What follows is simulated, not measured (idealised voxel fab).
Proc. module: voxel tone inversion
Square cells of 5 nm make up the cross-section cut, whose width is 155 nm.
A cross-section is written here as square cells arranged in a grid, and it is given in bands from the top down, each band taking up one or more rows of cells.
For a band, the entry starts with two heights in nm, that of the top and then that of the bottom, and carries on with the band's materials in order from left to right, each alongside its width in nm; the word "edge to edge" beside a single material means it fills the band edge to edge, and "blank" means empty space.
Heights are reckoned from 0. Under this level, the received wafer is all of one material. The bottommost band is open-ended downward, for example "0 and below".
Top row gets the first number, bottom row gets the second, and each row in between changes by the same step: that is how a band width like "30 to 40" works.
A step reported as "remains unaltered" is a step in which no cell of the cross-section changed.
If an empty space has no open way to the top and is at least 8 cells in size, "Closed void list" lists it, written width x height at distance, where distance is measured from the left edge and every value is in nm.
Read whatever lies past the settings on a step's line as the simulator's own remark about the step.
"overlay nm", when on a step's line for a step with a mask, measures how far to the right of its planned place the mask lay; a negative measure means to the left.

SO HERE'S THE LINEUP OF PROCESS STEPS WE PLANNED
1: RECEIVE,material Si
2: CONFORMAL_DEP,material SiN,thk nm 5
3: DIRECTIONAL_DEP,material polySi,thk nm 25
4: PATTERN,tone cover,mask id POSTS,material resist,width nm 15,pitch nm 45,thk nm 30,overlay nm 0
5: DIRECTIONAL_ETCH,etch materials polySi,depth nm 25
6: STRIP,etch materials resist
7: FILL_DEP,material SiO2,thk nm 10
8: CMP,height nm 30
9: STRIP,etch materials polySi
10: CONFORMAL_DEP,material TiN,thk nm 5
11: FILL_DEP,material W,thk nm 10
12: CMP,height nm 30
13: CONFORMAL_DEP,material SiN,thk nm 5

WAFER CROSS-SECTION ON RECEIPT, I.E. AFTER STEP 1
	0 and below = Si edge to edge
	Closed void list: none

CROSS-SECTION, FIRST OF TWO WAFERS, END OF MODULE, RUN AS PLANNED
	35 down to 30 = SiN edge to edge
	30 down to 10 = SiO2 (45); TiN (5); W (5); TiN (5); SiO2 (30); TiN (5); W (5); TiN (5); SiO2 (50)
	10 down to 5 = SiO2 (45); TiN (15); SiO2 (30); TiN (15); SiO2 (50)
	5 down to 0 = SiN edge to edge
	0 and below = Si edge to edge
	Closed void list: none

WHAT THE SECOND WAFER LOOKS LIKE IN CROSS-SECTION ONCE THE MODULE IS DONE. ITS START AND ITS PLAN MATCHED THE FIRST WAFER'S EXACTLY; WHAT DIFFERED WAS ONE MISTAKE IN HOW IT WAS RUN
	35 down to 30 = SiN edge to edge
	30 down to 10 = SiO2 (40); TiN (5); W (15); TiN (5); SiO2 (20); TiN (5); W (15); TiN (5); SiO2 (45)
	10 down to 5 = SiO2 (40); TiN (25); SiO2 (20); TiN (25); SiO2 (45)
	5 down to 0 = SiN edge to edge
	0 and below = Si edge to edge
	Closed void list: none
Here's what went sideways: note that step 4 departed from the planned setting and was carried out as PATTERN,tone cover,mask id POSTS,material resist,width nm 25,pitch nm 45,thk nm 30,overlay nm 0
at the end the second wafer has, in cells: SiO2 -20 | TiN +4 | W +16
